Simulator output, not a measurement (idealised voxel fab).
You're looking at the process module voxel ribs on slabs.
Square cell edge 5 nm, section width 200 nm, ID cut.
The cross-sections in this document take the form of a grid made of square cells. They are written out as bands, in order from top to bottom. Each band consists of one or more rows of cells. Band entry format. Leading values: height of top, height of bottom, nm. Remainder: materials in left-to-right order, each with its width in nm. Special words: "throughout" on a single material, which then fills the band edge to edge; "blank", empty space. Where do heights start? At 0: under that level the wafer as delivered is made of one material only. And the lowest band has no floor; it just carries on downward, as in "0 -> down". A width such as "30 to 40" changes by the same amount from each row of cells to the next, from the band's top row to its bottom row. "nothing different" -> step changed no cross-section cell. This entry, "Enclosed cavities", enumerates those empty regions of no fewer than 8 cells that possess no open connection to the top. Each region is reported in the form width x height at distance, the distance being taken from the left edge, with all three quantities expressed in nm. What comes after the settings on a step's line is commentary from the simulator itself on that step. "overlay nm", when on a step's line for a step with a mask, measures how far to the right of its planned place the mask lay; a negative measure means to the left.
PLANNED PROCESS STEPS
1. RECEIVE: material Si
2. DIRECTIONAL_DEP: material SiO2, thk nm 30
3. DIRECTIONAL_DEP: material SiN, thk nm 25
4. MASKED_ETCH: tone cover, mask id RIB, width nm 20, etch materials SiN, depth nm 5, overlay nm 0
5. PATTERN: tone cover, mask id SLAB, material resist, width nm 80, thk nm 20, overlay nm 0
6. DIRECTIONAL_ETCH: etch materials SiN, depth nm 20
7. STRIP: etch materials resist
8. FILL_DEP: material SiO2, thk nm 15
9. CMP: height nm 65
10. DIRECTIONAL_DEP: material TiN, thk nm 10
11. MASKED_ETCH: tone cover, mask id HEATER, width nm 30, etch materials TiN, depth nm 10, overlay nm 0
12. CONFORMAL_DEP: material SiN, thk nm 10
SHOWN IN CROSS-SECTION IS THE WAFER AS RECEIVED, THAT IS, AS IT STANDS AFTER STEP 1
    0 -> down | Si throughout
    Enclosed cavities: none
CROSS-SECTIONAL VIEW OF THE FIRST OF THE TWO WAFERS UPON COMPLETION OF THE MODULE, PROCESSED IN ACCORDANCE WITH THE PLAN
    85 -> 75 | blank (75), then SiN (50), then blank (75)
    75 -> 65 | SiN (85), then TiN (30), then SiN (85)
    65 -> 55 | SiO2 throughout
    55 -> 50 | SiO2 (90), then SiN (20), then SiO2 (90)
    50 -> 30 | SiO2 (60), then SiN (80), then SiO2 (60)
    30 -> 0 | SiO2 throughout
    0 -> down | Si throughout
    Enclosed cavities: none
SAME START, SAME PLAN AS THE FIRST WAFER - BUT ONE MISTAKE IN THE RUN. CROSS-SECTION OF THE SECOND OF THE TWO AT THE END OF THE MODULE
    85 -> 75 | blank (75), then SiO2 (50), then blank (75)
    75 -> 65 | SiO2 (85), then TiN (30), then SiO2 (85)
    65 -> 55 | SiO2 throughout
    55 -> 50 | SiO2 (90), then SiN (20), then SiO2 (90)
    50 -> 30 | SiO2 (60), then SiN (80), then SiO2 (60)
    30 -> 0 | SiO2 throughout
    0 -> down | Si throughout
    Enclosed cavities: none
The mistake made against the process plan was this: in deviation from the planned setting, step 12 was conducted as CONFORMAL_DEP: material SiO2, thk nm 10
Looking at both finished wafers in cells, the second ends up ahead of or behind the first on some materials: -88 SiN, +88 SiO2
